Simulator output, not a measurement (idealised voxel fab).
process module | voxel gate over fins
cross-section cut | 280 nm wide | cells 5 nm
A cross-section is a grid of square cells, given in bands from the top down. A band is one or more rows of cells.
Each band's line starts with the height of the band's top and of its bottom, in nm. Then come its materials from left to right, each with its width in nm. One material with "throughout" fills the band from edge to edge. "air" is empty space.
Height 0 is the level under which the wafer as received is all one material. The lowest band goes on downwards, as in "0 down".
A width such as "30 to 40" changes by the same amount from each row of cells to the next, from the band's top row to its bottom row.
"no change" after a step means that no cell of the cross-section changed.
closed voids: empty space of 8 cells or more with no open way to the top, each as width x height at its distance from the left edge, in nm
after a step's settings: what the simulator itself notes on the step
overlay nm, on a step with a mask: how far to the right of its planned place the mask lay; to the left if negative
plan
1 op RECEIVE | material Si
2 op CONFORMAL_DEP | material SiN | thk nm 10
3 op PATTERN | tone cover | mask id FINS | material resist | width nm 15 | pitch nm 45 | thk nm 20 | overlay nm 0
4 op DIRECTIONAL_ETCH | etch materials SiN | depth nm 10
5 op DIRECTIONAL_ETCH | etch materials Si | depth nm 35
6 op STRIP | etch materials resist
7 op OXIDIZE | depth nm 5
8 op FILL_DEP | material SiO2 | thk nm 10
9 op CMP | height nm 10
10 op SELECTIVE_ETCH | etch materials SiO2 | depth nm 20
11 op STRIP | etch materials SiN
12 op CONFORMAL_DEP | material HfO2 | thk nm 5
13 op CONFORMAL_DEP | material TiN | thk nm 5
14 op CONFORMAL_DEP | material TiAl | thk nm 5
15 op CONFORMAL_DEP | material TiN | thk nm 5
16 op FILL_DEP | material W | thk nm 10
17 op CMP | height nm 25
18 op CONFORMAL_DEP | material SiN | thk nm 10
as received, after step 1
  0 down: Si throughout
  closed voids: none
a wafer at the end: this start, this plan, one mistake
  35 to 25: SiN throughout
  25 to 20: W throughout
  20 to 15: W 95 | TiAl 90 | W 95
  15 to 10: W 95 | TiAl 5 | TiN 35 | TiAl 10 | TiN 35 | TiAl 5 | W 95
  10 to 5: TiAl 100 | TiN 35 | TiAl 10 | TiN 35 | TiAl 100
  5 to 0: TiN 110 | HfO2 15 | TiN 30 | HfO2 15 | TiN 110
  0 to -5: TiN 110 | HfO2 5 | Si 5 | HfO2 5 | TiN 30 | HfO2 5 | Si 5 | HfO2 5 | TiN 110
  -5 to -10: HfO2 115 | Si 5 | HfO2 40 | Si 5 | HfO2 115
  -10 to -40: SiO2 115 | Si 5 | SiO2 40 | Si 5 | SiO2 115
  -40 down: Si throughout
  closed voids: none
what went wrong: steps 14 and 15 were swapped
